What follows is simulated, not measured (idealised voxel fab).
The process module presented herein is designated voxel capacitor over wiring.
cross-section cut | 245 nm wide | cells 5 nm
Square cells in a grid make up a cross-section in this document, and the grid is given as bands, listed from the top down, each one or more rows of cells. The band entry comprises the height of the band's top followed by the height of its bottom, expressed in nm, and subsequently the band's materials from left to right, each stated together with its width in nm. Where a single material is marked with the word "edge to edge", that material fills the band from edge to edge. The word "blank" represents empty space. Convention: height 0 is the level below which the wafer, as received, is all one material. The lowest band does not terminate at the bottom but continues downward, represented as "z 0 and below". You'd read "30->40" like this: the band's top row of cells is as wide as the first number, its bottom row is as wide as the second, and going down, every row changes width by the same amount as the row before did. Reading "all unchanged" for a step: not a cell of the cross-section changed in it. The list in "Closed void register" covers empty spaces of 8 cells or more that cannot reach the top through any open way, and it gives each as width x height at distance; the distance is from the left edge, and width, height and distance are in nm. Anything after a step's settings on that line? It's the simulator's own note about the step. On any step carrying a mask, the "overlay nm" setting, if present on the step's line, tells how far right of its planned place the mask lay; negative values point to the left.
[Here's what the planned process steps look like]
1) RECEIVE with material Si
2) CONFORMAL_DEP with material SiO2, thk nm 15
3) DIRECTIONAL_DEP with material TiN, thk nm 5
4) DIRECTIONAL_DEP with material W, thk nm 25
5) DIRECTIONAL_DEP with material aC, thk nm 10
6) PATTERN with tone cover, mask id METAL_1, material resist, width nm 25, pitch nm 80, thk nm 30, overlay nm 0
7) DIRECTIONAL_ETCH with etch materials aC, depth nm 10
8) STRIP with etch materials resist
9) DIRECTIONAL_ETCH with etch materials W, depth nm 25
10) DIRECTIONAL_ETCH with etch materials TiN, depth nm 5
11) STRIP with etch materials aC
12) CONFORMAL_DEP with material SiCN, thk nm 5
13) FILL_DEP with material lowk, thk nm 10
14) CMP with height nm 45
15) CONFORMAL_DEP with material SiCN, thk nm 5
16) DIRECTIONAL_DEP with material lowk, thk nm 10
17) DIRECTIONAL_DEP with material aC, thk nm 10
18) PATTERN with tone open, mask id PLUG_1, material resist, width nm 15, thk nm 30, overlay nm 0
19) DIRECTIONAL_ETCH with etch materials aC, depth nm 10
20) STRIP with etch materials resist
21) DIRECTIONAL_ETCH with etch materials lowk, depth nm 10
22) DIRECTIONAL_ETCH with etch materials SiCN, depth nm 5
23) STRIP with etch materials aC
24) CONFORMAL_DEP with material TiN, thk nm 5
25) FILL_DEP with material Cu, thk nm 5
26) CMP with height nm 60
27) DIRECTIONAL_DEP with material TiN, thk nm 5
28) DIRECTIONAL_DEP with material SiN, thk nm 5
29) DIRECTIONAL_DEP with material TiN, thk nm 5
30) DIRECTIONAL_DEP with material aC, thk nm 10
31) PATTERN with tone cover, mask id UPPER_PLATE, material resist, width nm 60, thk nm 30, overlay nm 0
32) DIRECTIONAL_ETCH with etch materials aC, depth nm 10
33) STRIP with etch materials resist
34) DIRECTIONAL_ETCH with etch materials TiN, depth nm 5
35) DIRECTIONAL_ETCH with etch materials SiN, depth nm 5
36) STRIP with etch materials aC
37) PATTERN with tone cover, mask id LOWER_PLATE, material resist, width nm 70, thk nm 20, overlay nm 0
38) DIRECTIONAL_ETCH with etch materials TiN, depth nm 5
39) STRIP with etch materials resist
40) FILL_DEP with material SiO2, thk nm 20
41) CMP with height nm 90
42) MASKED_ETCH with tone open, mask id PLUG_2, width nm 15, etch materials SiO2, depth nm 15, overlay nm 0
43) CONFORMAL_DEP with material TiN, thk nm 5
44) FILL_DEP with material Cu, thk nm 10
45) CMP with height nm 90
46) CONFORMAL_DEP with material SiN, thk nm 5
[Incoming wafer in cross-section (state: after step 1)]
* z 0 and below: Si edge to edge
* Closed void register: none
[Post-module cross-section: identical start and plan to those above, one misstep in execution]
* z 95 to 90: SiN edge to edge
* z 90 to 80: SiO2 90 nm | TiN 5 nm | Cu 5 nm | TiN 5 nm | SiO2 140 nm
* z 80 to 70: SiO2 90->80 nm | TiN 15->60 nm | SiO2 140->105 nm
* z 70 to 65: SiO2 80 nm | SiN 60 nm | SiO2 105 nm
* z 65 to 60: SiO2 75 nm | TiN 70 nm | SiO2 100 nm
* z 60 to 55: SiCN 80 nm | TiN 15 nm | SiCN 150 nm
* z 55 to 45: lowk edge to edge
* z 45 to 20: lowk 65 nm | SiCN 5 nm | W 25 nm | SiCN 5 nm | lowk 45 nm | SiCN 5 nm | W 25 nm | SiCN 5 nm | lowk 65 nm
* z 20 to 15: SiCN 70 nm | TiN 25 nm | SiCN 55 nm | TiN 25 nm | SiCN 70 nm
* z 15 to 0: SiO2 edge to edge
* z 0 and below: Si edge to edge
* Closed void register: none
So what did we get wrong on this run? the intended sequence of steps 15 and 16 was reversed during processing, with each occupying the position of the other
